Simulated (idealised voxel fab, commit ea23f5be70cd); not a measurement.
Process module in this document: voxel released beams
This is section cut - it's 205 nm across, gridded in 5 nm square cells.
Bands, listed from the top down, are how a cross-section gets written in this document; the cross-section itself is a grid of square cells, and a band is one or more rows of them. What a band's entry tells you: where the top is and where the bottom is, as heights in nm, and after that what lies inside, material by material from left to right, each with its width in nm. Empty space is written as the word "blank", and a single material marked with the word "everywhere" occupies the band from edge to edge. Heights are measured from 0, the level below which the as-received wafer is all one material; the lowest band has no bottom and continues downward, written as in "0 down". Note: "30..40" means the width goes from the first number (top row of the band) to the second number (bottom row) in equal steps per row of cells. When a step is marked "identical to before", none of the cells in the cross-section changed during that step. "Voids lacking openings" lists enclosed empty spaces (at least 8 cells, no open path upward to the top), each as width x height at distance from the left edge, in nm. Past the settings on a step's line: simulator remark, on that step. The line of a step may include "overlay nm". On a step with a mask, this value is how far to the right of its planned place the mask lay. A negative value means the mask lay to the left.
Intended process steps:
| 1 | RECEIVE,material Si |
| 2 | CONFORMAL_DEP,material SiN,thk nm 5 |
| 3 | DIRECTIONAL_DEP,material SiO2,thk nm 20 |
| 4 | MASKED_ETCH,tone open,mask id ANCHOR,width nm 35,etch materials SiO2,depth nm 20,overlay nm 0 |
| 5 | CONFORMAL_DEP,material W,thk nm 15 |
| 6 | DIRECTIONAL_DEP,material aC,thk nm 15 |
| 7 | PATTERN,tone cover,mask id BEAM,material resist,width nm 120,thk nm 35,overlay nm 0 |
| 8 | DIRECTIONAL_ETCH,etch materials aC,depth nm 15 |
| 9 | STRIP,etch materials resist |
| 10 | DIRECTIONAL_ETCH,etch materials W,depth nm 15 |
| 11 | STRIP,etch materials aC |
| 12 | STRIP,etch materials SiO2 |
Be aware that, although all wafers share a common starting state, the width nm at step 4 differs among them, and the plan displays the first wafer's value.
Received wafers, first of several: cross-section after step 1:
* 0 down = Si everywhere
* Voids lacking openings: none
Cross-section of the first of several wafers once the module has run through its last step, step 12:
* 40 to 25 = 40 of blank / 25 of W / 5 of blank / 90 of W / 45 of blank
* 25 to 20 = 50 of blank / 15 of W / 5 of blank / 15 of W / 120 of blank
* 20 to 5 = 50 of blank / 35 of W / 120 of blank
* 5 to 0 = SiN everywhere
* 0 down = Si everywhere
* Voids lacking openings: none
Module end, final wafer: cross-section:
* 40 to 25 = 40 of blank / 15 of W / 30 of blank / 75 of W / 45 of blank
* 25 to 20 = 40 of blank / 15 of W / 30 of blank / 15 of W / 105 of blank
* 20 to 5 = 40 of blank / 60 of W / 105 of blank
* 5 to 0 = SiN everywhere
* 0 down = Si everywhere
* Voids lacking openings: none
Quick key for the table: a row per wafer, taken at the end of the module. For each material it tells you how many cells the wafer gained (+) or lost (-) since it came in, and the closed voids come after:
width nm 35 | +41 SiN | +96 W | Voids lacking openings: none
width nm 40 | +41 SiN | +96 W | Voids lacking openings: none
width nm 45 | +41 SiN | +96 W | Voids lacking openings: none
width nm 50 | +41 SiN | +96 W | Voids lacking openings: none
width nm 55 | +41 SiN | +96 W | Voids lacking openings: none
width nm 60 | +41 SiN | +96 W | Voids lacking openings: none
